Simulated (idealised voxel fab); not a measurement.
process module | voxel trench capacitor
cross-section cut | 145 nm wide | cells 5 nm
A cross-section is a grid of square cells, given in bands from the top down. A band is one or more rows of cells.
Each band's line starts with the height of the band's top and of its bottom, in nm. Then come its materials from left to right, each with its width in nm. One material with "throughout" fills the band from edge to edge. "air" is empty space.
Height 0 is the level under which the wafer as received is all one material. The lowest band goes on downwards, as in "0 down".
A width such as "30 to 40" changes by the same amount from each row of cells to the next, from the band's top row to its bottom row.
"no change" after a step means that no cell of the cross-section changed.
closed voids: empty space of 8 cells or more with no open way to the top, each as width x height at its distance from the left edge, in nm
after a step's settings: what the simulator itself notes on the step
overlay nm, on a step with a mask: how far to the right of its planned place the mask lay; to the left if negative
plan
1 op RECEIVE | material Si
2 op CONFORMAL_DEP | material SiN | thk nm 5
3 op DIRECTIONAL_DEP | material aC | thk nm 15
4 op PATTERN | tone open | mask id TRENCH | material resist | width nm 20 | pitch nm 35 | thk nm 35 | overlay nm 0
5 op DIRECTIONAL_ETCH | etch materials aC | depth nm 15
6 op STRIP | etch materials resist
7 op DIRECTIONAL_ETCH | etch materials SiN | depth nm 5
8 op DIRECTIONAL_ETCH | etch materials Si | depth nm 35
9 op STRIP | etch materials aC
10 op CONFORMAL_DEP | material SiO2 | thk nm 5
11 op FILL_DEP | material polySi | thk nm 10
12 op CMP | height nm 5
first wafer, as planned
as received, after step 1
  0 down: Si throughout
  closed voids: none
after step 2
  5 to 0: SiN throughout
  below 0: unchanged
after step 3
  20 to 5: aC throughout
  below 5: unchanged
after step 4
  55 to 20: resist 45 | air 20 | resist 15 | air 20 | resist 45
  below 20: unchanged
after step 5
  40 to 20: resist 45 | air 20 | resist 15 | air 20 | resist 45
  20 to 5: aC 45 | air 20 | aC 15 | air 20 | aC 45
  below 5: unchanged
after step 6
  20 to 5: aC 45 | air 20 | aC 15 | air 20 | aC 45
  below 5: unchanged
after step 7
  20 to 5: aC 45 | air 20 | aC 15 | air 20 | aC 45
  5 to 0: SiN 45 | air 20 | SiN 15 | air 20 | SiN 45
  below 0: unchanged
after step 8
  20 to 5: aC 45 | air 20 | aC 15 | air 20 | aC 45
  5 to 0: SiN 45 | air 20 | SiN 15 | air 20 | SiN 45
  0 to -35: Si 45 | air 20 | Si 15 | air 20 | Si 45
  below -35: unchanged
after step 9
  5 to 0: SiN 45 | air 20 | SiN 15 | air 20 | SiN 45
  below 0: unchanged
after step 10
  10 to 5: SiO2 50 | air 10 | SiO2 25 | air 10 | SiO2 50
  5 to 0: SiN 45 | SiO2 5 | air 10 | SiO2 5 | SiN 15 | SiO2 5 | air 10 | SiO2 5 | SiN 45
  0 to -30: Si 45 | SiO2 5 | air 10 | SiO2 5 | Si 15 | SiO2 5 | air 10 | SiO2 5 | Si 45
  -30 to -35: Si 45 | SiO2 20 | Si 15 | SiO2 20 | Si 45
  below -35: unchanged
after step 11
  20 to 10: polySi throughout
  10 to 5: SiO2 50 | polySi 10 | SiO2 25 | polySi 10 | SiO2 50
  5 to 0: SiN 45 | SiO2 5 | polySi 10 | SiO2 5 | SiN 15 | SiO2 5 | polySi 10 | SiO2 5 | SiN 45
  0 to -30: Si 45 | SiO2 5 | polySi 10 | SiO2 5 | Si 15 | SiO2 5 | polySi 10 | SiO2 5 | Si 45
  below -30: unchanged
after step 12
  5 to 0: SiN 45 | SiO2 5 | polySi 10 | SiO2 5 | SiN 15 | SiO2 5 | polySi 10 | SiO2 5 | SiN 45
  below 0: unchanged
second wafer: like start, like plan, one mistake. Through step 3 it matches the first wafer
when step 4 should have ended
  55 to 20: air 45 | resist 20 | air 15 | resist 20 | air 45
  below 20: unchanged
when step 5 should have ended
  40 to 20: air 45 | resist 20 | air 15 | resist 20 | air 45
  20 to 5: air 45 | aC 20 | air 15 | aC 20 | air 45
  below 5: unchanged
when step 6 should have ended
  20 to 5: air 45 | aC 20 | air 15 | aC 20 | air 45
  below 5: unchanged
when step 7 should have ended
  20 to 5: air 45 | aC 20 | air 15 | aC 20 | air 45
  5 to 0: air 45 | SiN 20 | air 15 | SiN 20 | air 45
  below 0: unchanged
when step 8 should have ended
  20 to 5: air 45 | aC 20 | air 15 | aC 20 | air 45
  5 to 0: air 45 | SiN 20 | air 15 | SiN 20 | air 45
  0 to -35: air 45 | Si 20 | air 15 | Si 20 | air 45
  below -35: unchanged
when step 9 should have ended
  5 to 0: air 45 | SiN 20 | air 15 | SiN 20 | air 45
  below 0: unchanged
when step 10 should have ended
  10 to 5: air 40 | SiO2 30 | air 5 | SiO2 30 | air 40
  5 to 0: air 40 | SiO2 5 | SiN 20 | SiO2 5 | air 5 | SiO2 5 | SiN 20 | SiO2 5 | air 40
  0 to -30: air 40 | SiO2 5 | Si 20 | SiO2 5 | air 5 | SiO2 5 | Si 20 | SiO2 5 | air 40
  -30 to -35: SiO2 45 | Si 20 | SiO2 15 | Si 20 | SiO2 45
  below -35: unchanged
when step 11 should have ended
  20 to 10: polySi throughout
  10 to 5: polySi 40 | SiO2 30 | polySi 5 | SiO2 30 | polySi 40
  5 to 0: polySi 40 | SiO2 5 | SiN 20 | SiO2 5 | polySi 5 | SiO2 5 | SiN 20 | SiO2 5 | polySi 40
  0 to -30: polySi 40 | SiO2 5 | Si 20 | SiO2 5 | polySi 5 | SiO2 5 | Si 20 | SiO2 5 | polySi 40
  below -30: unchanged
when step 12 should have ended
  5 to 0: polySi 40 | SiO2 5 | SiN 20 | SiO2 5 | polySi 5 | SiO2 5 | SiN 20 | SiO2 5 | polySi 40
  below 0: unchanged
what went wrong: step 4 ran as: op PATTERN | tone cover | mask id TRENCH | material resist | width nm 20 | pitch nm 35 | thk nm 35 | overlay nm 0
at the end the second wafer has, in cells: 91 fewer of Si | 13 fewer of SiN | 13 more of SiO2 | 91 more of polySi
